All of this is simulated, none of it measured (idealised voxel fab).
process module | voxel wiring stack
cross-section cut | 250 nm wide | cells 5 nm
A cross-section is a grid of square cells, given in bands from the top down. A band is one or more rows of cells.
Each band's line starts with the height of the band's top and of its bottom, in nm. Then come its materials from left to right, each with its width in nm. One material with "throughout" fills the band from edge to edge. "air" is empty space.
Height 0 is the level under which the wafer as received is all one material. The lowest band goes on downwards, as in "0 down".
A width such as "30 to 40" changes by the same amount from each row of cells to the next, from the band's top row to its bottom row.
"no change" after a step means that no cell of the cross-section changed.
closed voids: empty space of 8 cells or more with no open way to the top, each as width x height at its distance from the left edge, in nm
after a step's settings: what the simulator itself notes on the step
overlay nm, on a step with a mask: how far to the right of its planned place the mask lay; to the left if negative
plan
1 op RECEIVE | material Si
2 op CONFORMAL_DEP | material SiO2 | thk nm 10
3 op DIRECTIONAL_DEP | material TiN | thk nm 5
4 op DIRECTIONAL_DEP | material Ru | thk nm 20
5 op DIRECTIONAL_DEP | material aC | thk nm 15
6 op PATTERN | tone cover | mask id METAL_1 | material resist | width nm 30 | pitch nm 55 | thk nm 30 | overlay nm 0
7 op DIRECTIONAL_ETCH | etch materials aC | depth nm 15
8 op STRIP | etch materials resist
9 op DIRECTIONAL_ETCH | etch materials Ru | depth nm 20
10 op DIRECTIONAL_ETCH | etch materials TiN | depth nm 5
11 op STRIP | etch materials aC
12 op FILL_DEP | material SiO2 | thk nm 5
13 op CMP | height nm 35
14 op CONFORMAL_DEP | material SiCN | thk nm 5
15 op DIRECTIONAL_DEP | material SiO2 | thk nm 10
16 op PATTERN | tone open | mask id PLUG_1 | material resist | width nm 15 | pitch nm 55 | thk nm 15 | overlay nm 0
17 op DIRECTIONAL_ETCH | etch materials SiO2 | depth nm 10
18 op DIRECTIONAL_ETCH | etch materials SiCN | depth nm 5
19 op STRIP | etch materials resist
20 op CONFORMAL_DEP | material TiN | thk nm 5
21 op FILL_DEP | material W | thk nm 10
22 op CMP | height nm 50
23 op DIRECTIONAL_DEP | material TiN | thk nm 5
24 op DIRECTIONAL_DEP | material W | thk nm 20
25 op PATTERN | tone cover | mask id METAL_2 | material resist | width nm 30 | pitch nm 55 | thk nm 15 | overlay nm 0
26 op DIRECTIONAL_ETCH | etch materials W | depth nm 20
27 op DIRECTIONAL_ETCH | etch materials TiN | depth nm 5
28 op STRIP | etch materials resist
29 op CONFORMAL_DEP | material SiCN | thk nm 5
30 op FILL_DEP | material SiO2 | thk nm 10
31 op CMP | height nm 75
32 op CONFORMAL_DEP | material SiCN | thk nm 5
33 op DIRECTIONAL_DEP | material SiO2 | thk nm 30
34 op DIRECTIONAL_DEP | material aC | thk nm 10
35 op PATTERN | tone open | mask id METAL_3 | material resist | width nm 30 | pitch nm 55 | thk nm 25 | overlay nm 0
36 op DIRECTIONAL_ETCH | etch materials aC | depth nm 10
37 op STRIP | etch materials resist
38 op DIRECTIONAL_ETCH | etch materials SiO2 | depth nm 15
39 op STRIP | etch materials aC
40 op PATTERN | tone open | mask id METAL_3_HOLES | material resist | width nm 15 | pitch nm 55 | thk nm 15 | overlay nm 0
41 op DIRECTIONAL_ETCH | etch materials SiO2 | depth nm 15
42 op DIRECTIONAL_ETCH | etch materials SiCN | depth nm 5
43 op STRIP | etch materials resist
44 op CONFORMAL_DEP | material TiN | thk nm 5
45 op FILL_DEP | material Cu | thk nm 10
46 op CMP | height nm 110
47 op CONFORMAL_DEP | material SiCN | thk nm 5
as received, after step 1
  0 down: Si throughout
  closed voids: none
first wafer at the end, as planned
  115 to 110: SiCN throughout
  110 to 100: SiO2 55 | TiN 5 | Cu 20 | TiN 5 | SiO2 25 | TiN 5 | Cu 20 | TiN 5 | SiO2 25 | TiN 5 | Cu 20 | TiN 5 | SiO2 55
  100 to 95: SiO2 55 | TiN 5 | Cu 5 | TiN 20 | SiO2 25 | TiN 5 | Cu 5 | TiN 20 | SiO2 25 | TiN 5 | Cu 5 | TiN 20 | SiO2 55
  95 to 80: SiO2 55 | TiN 5 | Cu 5 | TiN 5 | SiO2 40 | TiN 5 | Cu 5 | TiN 5 | SiO2 40 | TiN 5 | Cu 5 | TiN 5 | SiO2 70
  80 to 75: SiCN 55 | TiN 15 | SiCN 40 | TiN 15 | SiCN 40 | TiN 15 | SiCN 70
  75 to 55: SiO2 50 | SiCN 5 | W 30 | SiCN 5 | SiO2 15 | SiCN 5 | W 30 | SiCN 5 | SiO2 15 | SiCN 5 | W 30 | SiCN 5 | SiO2 50
  55 to 50: SiCN 55 | TiN 30 | SiCN 25 | TiN 30 | SiCN 25 | TiN 30 | SiCN 55
  50 to 40: SiO2 55 | TiN 5 | W 5 | TiN 5 | SiO2 40 | TiN 5 | W 5 | TiN 5 | SiO2 40 | TiN 5 | W 5 | TiN 5 | SiO2 70
  40 to 35: SiCN 55 | TiN 15 | SiCN 40 | TiN 15 | SiCN 40 | TiN 15 | SiCN 70
  35 to 15: SiO2 55 | Ru 30 | SiO2 25 | Ru 30 | SiO2 25 | Ru 30 | SiO2 55
  15 to 10: SiO2 55 | TiN 30 | SiO2 25 | TiN 30 | SiO2 25 | TiN 30 | SiO2 55
  10 to 0: SiO2 throughout
  0 down: Si throughout
  closed voids: none
second wafer at the end: like start, like plan, one mistake
  115 to 110: SiCN throughout
  110 to 95: SiO2 55 | TiN 5 | Cu 5 | TiN 5 | SiO2 40 | TiN 5 | Cu 5 | TiN 5 | SiO2 40 | TiN 5 | Cu 5 | TiN 5 | SiO2 70
  95 to 90: SiCN 55 | TiN 15 | SiCN 40 | TiN 15 | SiCN 40 | TiN 15 | SiCN 70
  90 to 80: SiO2 throughout
  80 to 75: SiO2 50 | SiCN 40 | SiO2 15 | SiCN 40 | SiO2 15 | SiCN 40 | SiO2 50
  75 to 55: SiO2 50 | SiCN 5 | W 30 | SiCN 5 | SiO2 15 | SiCN 5 | W 30 | SiCN 5 | SiO2 15 | SiCN 5 | W 30 | SiCN 5 | SiO2 50
  55 to 50: SiCN 55 | TiN 30 | SiCN 25 | TiN 30 | SiCN 25 | TiN 30 | SiCN 55
  50 to 40: SiO2 55 | TiN 5 | W 5 | TiN 5 | SiO2 40 | TiN 5 | W 5 | TiN 5 | SiO2 40 | TiN 5 | W 5 | TiN 5 | SiO2 70
  40 to 35: SiCN 55 | TiN 15 | SiCN 40 | TiN 15 | SiCN 40 | TiN 15 | SiCN 70
  35 to 15: SiO2 55 | Ru 30 | SiO2 25 | Ru 30 | SiO2 25 | Ru 30 | SiO2 55
  15 to 10: SiO2 55 | TiN 30 | SiO2 25 | TiN 30 | SiO2 25 | TiN 30 | SiO2 55
  10 to 0: SiO2 throughout
  0 down: Si throughout
  closed voids: none
what went wrong: step 31 was left out
at the end the second wafer has, in cells: 27 fewer of Cu | 24 more of SiCN | 30 more of SiO2 | 27 fewer of TiN
